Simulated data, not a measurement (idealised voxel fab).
You're looking at the process module voxel capacitor over wiring.
Pictured: cross-section cut, 250 nm wide, on a grid of 5 nm square cells.
The cross-sections in this document take the form of a grid made of square cells. They are written out as bands, in order from top to bottom. Each band consists of one or more rows of cells.
Band entry format. Leading values: height of top, height of bottom, nm. Remainder: materials in left-to-right order, each with its width in nm. Special words: "throughout" on a single material, which then fills the band edge to edge; "air", empty space.
Heights from 0 (as-received wafer is one material below). Bottom band endless downward, as "0 nm and below".
Width "30->40": first value at the band's top row of cells, second value at its bottom row, equal change from row to row.
A step reported as "nothing got changed" is a step in which no cell of the cross-section changed.
The label "Closed-off voids" introduces a list of the empty spaces, 8 cells or larger, that have no open way up to the top; each entry in it reads width x height at distance, where the distance is taken from the left edge and all three are stated in nm.
If you see something after the settings on a step's line, that's the simulator's own remark about that step.
"overlay nm" on a masked step: distance the mask lay right of its planned place, negative for left.

Set out below are the planned steps of the process
step 1: RECEIVE (material Si)
step 2: CONFORMAL_DEP (material SiO2; thk nm 10)
step 3: DIRECTIONAL_DEP (material TiN; thk nm 5)
step 4: DIRECTIONAL_DEP (material Ru; thk nm 25)
step 5: PATTERN (tone cover; mask id METAL_1; material resist; width nm 30; pitch nm 80; thk nm 20; overlay nm 0)
step 6: DIRECTIONAL_ETCH (etch materials Ru; depth nm 25)
step 7: DIRECTIONAL_ETCH (etch materials TiN; depth nm 5)
step 8: STRIP (etch materials resist)
step 9: CONFORMAL_DEP (material SiN; thk nm 5)
step 10: FILL_DEP (material SiO2; thk nm 10)
step 11: CMP (height nm 40)
step 12: CONFORMAL_DEP (material SiCN; thk nm 5)
step 13: DIRECTIONAL_DEP (material SiO2; thk nm 15)
step 14: PATTERN (tone open; mask id PLUG_1; material resist; width nm 15; thk nm 20; overlay nm 0)
step 15: DIRECTIONAL_ETCH (etch materials SiO2; depth nm 15)
step 16: DIRECTIONAL_ETCH (etch materials SiCN; depth nm 5)
step 17: STRIP (etch materials resist)
step 18: CONFORMAL_DEP (material TiN; thk nm 5)
step 19: FILL_DEP (material Cu; thk nm 5)
step 20: CMP (height nm 60)
step 21: DIRECTIONAL_DEP (material TiN; thk nm 5)
step 22: DIRECTIONAL_DEP (material SiN; thk nm 5)
step 23: DIRECTIONAL_DEP (material TiN; thk nm 10)
step 24: PATTERN (tone cover; mask id UPPER_PLATE; material resist; width nm 55; thk nm 20; overlay nm 0)
step 25: DIRECTIONAL_ETCH (etch materials TiN; depth nm 10)
step 26: DIRECTIONAL_ETCH (etch materials SiN; depth nm 5)
step 27: STRIP (etch materials resist)
step 28: PATTERN (tone cover; mask id LOWER_PLATE; material resist; width nm 65; thk nm 15; overlay nm 0)
step 29: DIRECTIONAL_ETCH (etch materials TiN; depth nm 5)
step 30: STRIP (etch materials resist)
step 31: FILL_DEP (material SiO2; thk nm 20)
step 32: CMP (height nm 95)
step 33: DIRECTIONAL_DEP (material aC; thk nm 15)
step 34: PATTERN (tone open; mask id PLUG_2; material resist; width nm 15; thk nm 35; overlay nm 0)
step 35: DIRECTIONAL_ETCH (etch materials aC; depth nm 15)
step 36: STRIP (etch materials resist)
step 37: DIRECTIONAL_ETCH (etch materials SiO2; depth nm 15)
step 38: STRIP (etch materials aC)
step 39: CONFORMAL_DEP (material TiN; thk nm 5)
step 40: FILL_DEP (material W; thk nm 10)
step 41: CMP (height nm 95)
step 42: CONFORMAL_DEP (material SiN; thk nm 5)

Cross-section of the incoming wafer, state after step 1
> 0 nm and below = Si throughout
> Closed-off voids: none

The cross-section shown corresponds to the wafer at the conclusion of the module. The initial structure and the process plan are those presented above; however, one mistake occurred in executing the plan
> 100 nm to 95 nm = SiN throughout
> 95 nm to 85 nm = 90 nm SiO2, 5 nm TiN, 15 nm W, 5 nm TiN, 135 nm SiO2
> 85 nm to 80 nm = 90 nm SiO2, 25 nm TiN, 135 nm SiO2
> 80 nm to 70 nm = 85 nm SiO2, 55 nm TiN, 110 nm SiO2
> 70 nm to 65 nm = 85 nm SiO2, 55 nm SiN, 110 nm SiO2
> 65 nm to 60 nm = 80 nm SiO2, 65 nm TiN, 105 nm SiO2
> 60 nm to 45 nm = 85 nm SiO2, 5 nm TiN, 5 nm Cu, 5 nm TiN, 150 nm SiO2
> 45 nm to 40 nm = 85 nm SiCN, 15 nm TiN, 150 nm SiCN
> 40 nm to 15 nm = 65 nm SiO2, 5 nm SiN, 30 nm Ru, 5 nm SiN, 40 nm SiO2, 5 nm SiN, 30 nm Ru, 5 nm SiN, 65 nm SiO2
> 15 nm to 10 nm = 70 nm SiN, 30 nm TiN, 50 nm SiN, 30 nm TiN, 70 nm SiN
> 10 nm to 0 nm = SiO2 throughout
> 0 nm and below = Si throughout
> Closed-off voids: none
Where did the run depart from the plan? for step 34, the planned setting was not used; the step was instead run as PATTERN (tone open; mask id PLUG_2; material resist; width nm 25; thk nm 35; overlay nm 0)
